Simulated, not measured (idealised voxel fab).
Process module name: voxel gate over fins
The cross-section shown here is cut; it is 165 nm wide and divided into square cells measuring 5 nm on a side.
Cross-section = grid of square cells, listed top down in bands; band = one or more rows.
It is stipulated that each band's entry specify, in nanometres, the height of the top of the band and then that of its bottom, followed by the materials of the band in left-to-right sequence, each together with its width in nanometres. A single material marked by the word "edge to edge" is understood to fill the band from edge to edge; the word "air" is understood to denote empty space.
Where do heights start? At 0: under that level the wafer as delivered is made of one material only. And the lowest band has no floor; it just carries on downward, as in "0 and below".
Width: "30..40" (first number = top row, second number = bottom row, same change from row to row of cells).
"stayed the same" -> step changed no cross-section cell.
The label "Closed voids list" introduces a list of the empty spaces, 8 cells or larger, that have no open way up to the top; each entry in it reads width x height at distance, where the distance is taken from the left edge and all three are stated in nm.
On a step's line, text after the settings is the simulator commenting on that step.
When a step includes a mask, the "overlay nm" setting on its line states how far to the right of its planned place that mask lay, and negative values state how far to the left.
**Listed below are the process steps as planned**
1 RECEIVE | material Si
2 CONFORMAL_DEP | material SiN | thk nm 5
3 MASKED_ETCH | tone cover | mask id FINS | width nm 15 | pitch nm 45 | etch materials SiN | depth nm 5 | overlay nm 0
4 MASKED_ETCH | tone cover | mask id FINS | width nm 15 | pitch nm 45 | etch materials Si | depth nm 30 | overlay nm 0
5 OXIDIZE | depth nm 5
6 FILL_DEP | material SiO2 | thk nm 10
7 CMP | height nm 5
8 SELECTIVE_ETCH | etch materials SiO2 | depth nm 10
9 STRIP | etch materials SiN
10 CONFORMAL_DEP | material HfO2 | thk nm 5
11 CONFORMAL_DEP | material TiN | thk nm 5
12 FILL_DEP | material W | thk nm 15
13 CMP | height nm 20
14 CONFORMAL_DEP | material SiN | thk nm 10
Across this set of wafers, the varied parameter is the depth nm of step 8. Starting conditions are identical for every wafer, and the plan reports the value assigned to the first wafer.
**Sectional view: first of several wafers, as received, after step 1**
  0 and below  Si edge to edge
  Closed voids list: none
**Quick look at the cross-section of the first of several wafers after step 14, which wraps up the module**
  30 down to 20  SiN edge to edge
  20 down to 10  W edge to edge
  10 down to 5  25 W, 25 TiN, 20 W, 25 TiN, 20 W, 25 TiN, 25 W
  5 down to 0  30 TiN, 15 HfO2, 30 TiN, 15 HfO2, 30 TiN, 15 HfO2, 30 TiN
  0 down to -5  35 HfO2, 5 Si, 40 HfO2, 5 Si, 40 HfO2, 5 Si, 35 HfO2
  -5 down to -35  35 SiO2, 5 Si, 40 SiO2, 5 Si, 40 SiO2, 5 Si, 35 SiO2
  -35 and below  Si edge to edge
  Closed voids list: none
**Cross-section, module end, final of several wafers**
  30 down to 20  SiN edge to edge
  20 down to 10  W edge to edge
  10 down to 5  25 W, 25 TiN, 20 W, 25 TiN, 20 W, 25 TiN, 25 W
  5 down to 0  25 W, 5 TiN, 15 HfO2, 5 TiN, 20 W, 5 TiN, 15 HfO2, 5 TiN, 20 W, 5 TiN, 15 HfO2, 5 TiN, 25 W
  0 down to -20  25 W, 5 TiN, 5 HfO2, 5 Si, 5 HfO2, 5 TiN, 20 W, 5 TiN, 5 HfO2, 5 Si, 5 HfO2, 5 TiN, 20 W, 5 TiN, 5 HfO2, 5 Si, 5 HfO2, 5 TiN, 25 W
  -20 down to -25  30 TiN, 5 HfO2, 5 Si, 5 HfO2, 30 TiN, 5 HfO2, 5 Si, 5 HfO2, 30 TiN, 5 HfO2, 5 Si, 5 HfO2, 30 TiN
  -25 down to -30  35 HfO2, 5 Si, 40 HfO2, 5 Si, 40 HfO2, 5 Si, 35 HfO2
  -30 down to -35  35 SiO2, 5 Si, 40 SiO2, 5 Si, 40 SiO2, 5 Si, 35 SiO2
  -35 and below  Si edge to edge
  Closed voids list: none
**Here is how to read the rows: every wafer has a row, and it shows the wafer at the end of the module, giving for each material how many cells were gained (+) or lost (-) since the wafer was received, then listing its closed voids**
depth nm 10, +39 HfO2, -210 Si, +66 SiN, +180 SiO2, +39 TiN, +84 W, Closed voids list: none
depth nm 15, +45 HfO2, -210 Si, +66 SiN, +150 SiO2, +45 TiN, +102 W, Closed voids list: none
depth nm 20, +51 HfO2, -210 Si, +66 SiN, +120 SiO2, +51 TiN, +120 W, Closed voids list: none
depth nm 25, +57 HfO2, -210 Si, +66 SiN, +90 SiO2, +57 TiN, +138 W, Closed voids list: none
depth nm 30, +63 HfO2, -210 Si, +66 SiN, +60 SiO2, +63 TiN, +156 W, Closed voids list: none
depth nm 35, +69 HfO2, -210 Si, +66 SiN, +30 SiO2, +69 TiN, +174 W, Closed voids list: none
